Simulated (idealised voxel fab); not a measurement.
Process module in this document: voxel self aligned contacts
Cross-sectional view cut (width: 280 nm; square cell size: 5 nm).
Cross-section layout: square cells on a grid; listed as bands, top to bottom; a band spans one or more cell rows.
This entry defines a band. It first specifies the height of the band's top and the height of its bottom in nm, and then specifies the band's materials from left to right, stating each material with its width in nm. The word "everywhere" identifies a single material that fills the band from edge to edge, while the word "blank" identifies empty space.
Ref level 0: as-received wafer is one material below here. Bottom band extends down with no lower bound ("from 0 down").
Note: "30 to 40" means the width goes from the first number (top row of the band) to the second number (bottom row) in equal steps per row of cells.
Where the words "no change" appear for a step, the cross-section shows no cell changed by that step; every cell remained as before.
"Sealed internal voids": sealed empty spaces, 8 cells or more, no open way to top, listed width x height at distance, with distance from the left edge and width, height and distance in nm.
If you see something after the settings on a step's line, that's the simulator's own remark about that step.
overlay nm: for a step with a mask, the amount by which the mask lay right of where it was planned; a negative amount means left of it.
THE STEPS PLANNED FOR THE PROCESS ARE AS FOLLOWS
1,RECEIVE | material Si
2,CONFORMAL_DEP | material SiO2 | thk nm 5
3,DIRECTIONAL_DEP | material polySi | thk nm 20
4,DIRECTIONAL_DEP | material SiN | thk nm 20
5,MASKED_ETCH | tone cover | mask id GATE | width nm 25 | pitch nm 55 | etch materials SiN | depth nm 20 | overlay nm 0
6,MASKED_ETCH | tone cover | mask id GATE | width nm 25 | pitch nm 55 | etch materials polySi | depth nm 20 | overlay nm 0
7,CONFORMAL_DEP | material SiN | thk nm 5
8,DIRECTIONAL_ETCH | etch materials SiN | depth nm 5
9,FILL_DEP | material SiO2 | thk nm 15
10,CMP | height nm 50
11,MASKED_ETCH | tone open | mask id CONTACT | width nm 40 | pitch nm 55 | etch materials SiO2 | depth nm 50 | overlay nm 0
12,CONFORMAL_DEP | material TiN | thk nm 5
13,FILL_DEP | material W | thk nm 5
14,CMP | height nm 50
15,CONFORMAL_DEP | material SiCN | thk nm 5
WAFER AT RECEIPT (POST STEP 1), CROSS-SECTION
from 0 down | Si everywhere
Sealed internal voids: none
MODULE COMPLETE - CROSS-SECTION OF THE FIRST OF TWO WAFERS, RUN ACCORDING TO PLAN
from 55 to 50 | SiCN everywhere
from 50 to 45 | SiO2 (90) / TiN (15) / W (10) / TiN (15) / SiO2 (15) / TiN (15) / W (10) / TiN (15) / SiO2 (95)
from 45 to 25 | SiO2 (65) / SiN (35) / TiN (5) / W (10) / TiN (5) / SiN (35) / TiN (5) / W (10) / TiN (5) / SiN (35) / SiO2 (70)
from 25 to 5 | SiO2 (65) / SiN (5) / polySi (25) / SiN (5) / TiN (5) / W (10) / TiN (5) / SiN (5) / polySi (25) / SiN (5) / TiN (5) / W (10) / TiN (5) / SiN (5) / polySi (25) / SiN (5) / SiO2 (70)
from 5 to 0 | SiO2 (100) / TiN (20) / SiO2 (35) / TiN (20) / SiO2 (105)
from 0 down | Si everywhere
Sealed internal voids: none
END OF MODULE, SECOND WAFER, CROSS-SECTION. STARTED LIKE THE FIRST, PLANNED LIKE THE FIRST, RUN WITH ONE MISTAKE
from 55 to 50 | SiCN everywhere
from 50 to 45 | SiO2 (90) / TiN (25) / W (10) / TiN (5) / SiO2 (15) / TiN (25) / W (10) / TiN (5) / SiO2 (95)
from 45 to 30 | SiO2 (75) / SiN (35) / TiN (5) / W (10) / TiN (5) / SiN (35) / TiN (5) / W (10) / TiN (5) / SiN (35) / SiO2 (60)
from 30 to 25 | SiO2 (75) / SiN (35) / TiN (20) / SiN (35) / TiN (20) / SiN (35) / SiO2 (60)
from 25 to 5 | SiO2 (65) / SiN (5) / polySi (35) / SiN (5) / TiN (10) / SiN (5) / polySi (35) / SiN (5) / TiN (10) / SiN (5) / polySi (35) / SiN (5) / SiO2 (60)
from 5 to 0 | SiO2 (110) / TiN (10) / SiO2 (45) / TiN (10) / SiO2 (105)
from 0 down | Si everywhere
Sealed internal voids: none
The mistake made against the process plan was this: rather than as planned, step 5 actually ran as MASKED_ETCH | tone cover | mask id GATE | width nm 25 | pitch nm 55 | etch materials SiN | depth nm 20 | overlay nm 10
Upon completion, the second wafer contains, in terms of cells, a greater or smaller amount of certain materials than the first wafer: SiO2 -4, W -20, polySi +24
